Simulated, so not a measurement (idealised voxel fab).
process module | voxel capacitor over wiring
cross-section cut | 225 nm wide | cells 5 nm
A cross-section is a grid of square cells, given in bands from the top down. A band is one or more rows of cells.
Each band's line starts with the height of the band's top and of its bottom, in nm. Then come its materials from left to right, each with its width in nm. One material with "throughout" fills the band from edge to edge. "air" is empty space.
Height 0 is the level under which the wafer as received is all one material. The lowest band goes on downwards, as in "0 down".
A width such as "30 to 40" changes by the same amount from each row of cells to the next, from the band's top row to its bottom row.
"no change" after a step means that no cell of the cross-section changed.
closed voids: empty space of 8 cells or more with no open way to the top, each as width x height at its distance from the left edge, in nm
after a step's settings: what the simulator itself notes on the step
overlay nm, on a step with a mask: how far to the right of its planned place the mask lay; to the left if negative
plan
1 op RECEIVE | material Si
2 op CONFORMAL_DEP | material SiO2 | thk nm 15
3 op DIRECTIONAL_DEP | material TiN | thk nm 5
4 op DIRECTIONAL_DEP | material W | thk nm 15
5 op DIRECTIONAL_DEP | material aC | thk nm 10
6 op PATTERN | tone cover | mask id METAL_1 | material resist | width nm 30 | pitch nm 95 | thk nm 30 | overlay nm 0
7 op DIRECTIONAL_ETCH | etch materials aC | depth nm 10
8 op STRIP | etch materials resist
9 op DIRECTIONAL_ETCH | etch materials W | depth nm 15
10 op DIRECTIONAL_ETCH | etch materials TiN | depth nm 5
11 op STRIP | etch materials aC
12 op CONFORMAL_DEP | material SiN | thk nm 5
13 op FILL_DEP | material lowk | thk nm 10
14 op CMP | height nm 35
15 op CONFORMAL_DEP | material SiCN | thk nm 5
16 op DIRECTIONAL_DEP | material SiO2 | thk nm 20
17 op PATTERN | tone open | mask id PLUG_1 | material resist | width nm 15 | thk nm 20 | overlay nm 0
18 op DIRECTIONAL_ETCH | etch materials SiO2 | depth nm 20
19 op DIRECTIONAL_ETCH | etch materials SiCN | depth nm 5
20 op STRIP | etch materials resist
21 op EPI | material Ru | thk nm 10
22 op EPI | material Ru | thk nm 10
23 op EPI | material Ru | thk nm 5
24 op DIRECTIONAL_DEP | material TiN | thk nm 5
25 op DIRECTIONAL_DEP | material Al2O3 | thk nm 5
26 op DIRECTIONAL_DEP | material TiN | thk nm 10
27 op PATTERN | tone cover | mask id UPPER_PLATE | material resist | width nm 70 | thk nm 20 | overlay nm 0
28 op DIRECTIONAL_ETCH | etch materials TiN | depth nm 10
29 op DIRECTIONAL_ETCH | etch materials Al2O3 | depth nm 5
30 op STRIP | etch materials resist
31 op PATTERN | tone cover | mask id LOWER_PLATE | material resist | width nm 80 | thk nm 15 | overlay nm 0
32 op DIRECTIONAL_ETCH | etch materials TiN | depth nm 5
33 op STRIP | etch materials resist
34 op FILL_DEP | material SiO2 | thk nm 20
35 op CMP | height nm 95
36 op MASKED_ETCH | tone open | mask id PLUG_2 | width nm 15 | etch materials SiO2 | depth nm 15 | overlay nm 0
37 op CONFORMAL_DEP | material TiN | thk nm 5
38 op FILL_DEP | material W | thk nm 10
39 op CMP | height nm 95
40 op CONFORMAL_DEP | material SiCN | thk nm 5
as received, after step 1
  0 down: Si throughout
  closed voids: none
first wafer at the end, as planned
  100 to 95: SiCN throughout
  95 to 85: SiO2 75 | TiN 5 | W 5 | TiN 5 | SiO2 135
  85 to 80: SiO2 75 | TiN 15 | SiO2 135
  80 to 70: SiO2 65 | TiN 70 | SiO2 90
  70 to 65: SiO2 65 | Al2O3 70 | SiO2 90
  65 to 60: SiO2 60 | TiN 80 | SiO2 85
  60 to 40: SiO2 65 | Ru 15 | SiO2 145
  40 to 35: SiCN 65 | Ru 15 | SiCN 145
  35 to 20: lowk 45 | SiN 5 | W 30 | SiN 5 | lowk 55 | SiN 5 | W 30 | SiN 5 | lowk 45
  20 to 15: SiN 50 | TiN 30 | SiN 65 | TiN 30 | SiN 50
  15 to 0: SiO2 throughout
  0 down: Si throughout
  closed voids: none
second wafer at the end: like start, like plan, one mistake
  100 to 95: SiCN throughout
  95 to 90: SiO2 75 | TiN 15 | SiO2 135
  90 to 80: SiO2 65 | TiN 70 | SiO2 90
  80 to 75: SiO2 65 | Al2O3 70 | SiO2 90
  75 to 70: SiO2 60 | TiN 80 | SiO2 85
  70 to 60: TiN throughout
  60 to 40: SiO2 65 | Ru 15 | SiO2 145
  40 to 35: SiCN 65 | Ru 15 | SiCN 145
  35 to 20: lowk 45 | SiN 5 | W 30 | SiN 5 | lowk 55 | SiN 5 | W 30 | SiN 5 | lowk 45
  20 to 15: SiN 50 | TiN 30 | SiN 65 | TiN 30 | SiN 50
  15 to 0: SiO2 throughout
  0 down: Si throughout
  closed voids: none
what went wrong: step 24 ran as: op DIRECTIONAL_DEP | material TiN | thk nm 15
at the end the second wafer has, in cells: 84 fewer of SiO2 | 86 more of TiN | 2 fewer of W
